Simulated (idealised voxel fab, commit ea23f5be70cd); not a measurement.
A process module follows: voxel lift off.
Xsec cut, 275 nm wide, square cell size 5 nm.
In this document a cross-section is written as a grid of square cells. It is given as a series of bands, listed from the top down, and a band is one or more rows of cells.
Look at the band entry: it leads with the top's height and the bottom's height in nm. Then it lists the materials left to right, with a width in nm for each. The word "everywhere" on a single material says that material fills the band edge to edge. The word "air" is empty space.
All heights in this document are referenced to 0, defined as the level beneath which the wafer, as received, consists entirely of one material. The lowest band is not bounded below; it extends indefinitely downward and is written in the form "top 0, no bottom".
A width such as "30->40" changes by the same amount from each row of cells to the next, from the band's top row to its bottom row.
You'll sometimes find "left unchanged" written for a step, and that's the way of saying that nowhere in the cross-section did a cell change during that step.
Closed empty spaces (no open way to the top) of 8 cells or more are what "Trapped cavities" lists, each as width x height at distance from the left edge, nm for all three.
Anything after a step's settings on that line? It's the simulator's own note about the step.
A step's line can hold "overlay nm"; with a mask on that step, the setting says how far right of the planned place the mask lay, while a negative setting says it lay to the left.
## plan
1. RECEIVE (material Si)
2. CONFORMAL_DEP (material Al2O3; thk nm 15)
3. PATTERN (tone open; mask id LINES; material resist; width nm 30; pitch nm 45; thk nm 25; overlay nm 0)
4. DIRECTIONAL_DEP (material Ru; thk nm 10)
5. STRIP (etch materials resist)
6. CONFORMAL_DEP (material SiN; thk nm 10)
## Cross-section of the wafer as it came to us, i.e., already through step 1
> top 0, no bottom | Si everywhere
> Trapped cavities: none
## Post-module cross-section of the first of two wafers (run per plan)
> top 35, bottom 25 | 65 nm air, then 140 nm SiN, then 70 nm air
> top 25, bottom 15 | 75 nm SiN, then 30 nm Ru, then 15 nm SiN, then 30 nm Ru, then 15 nm SiN, then 30 nm Ru, then 80 nm SiN
> top 15, bottom 0 | Al2O3 everywhere
> top 0, no bottom | Si everywhere
> Trapped cavities: none
## Module end: cross-section of wafer two of two. Same start and process plan as the first wafer. One mistake during execution
> top 50, bottom 40 | 65 nm air, then 140 nm SiN, then 70 nm air
> top 40, bottom 30 | 75 nm SiN, then 30 nm Ru, then 15 nm SiN, then 30 nm Ru, then 15 nm SiN, then 30 nm Ru, then 80 nm SiN
> top 30, bottom 0 | Al2O3 everywhere
> top 0, no bottom | Si everywhere
> Trapped cavities: none
Want to know what went wrong? plan step 2 ran twice
FYI, end of process, the second wafer has more or fewer cells of some materials than the first: Al2O3 +165
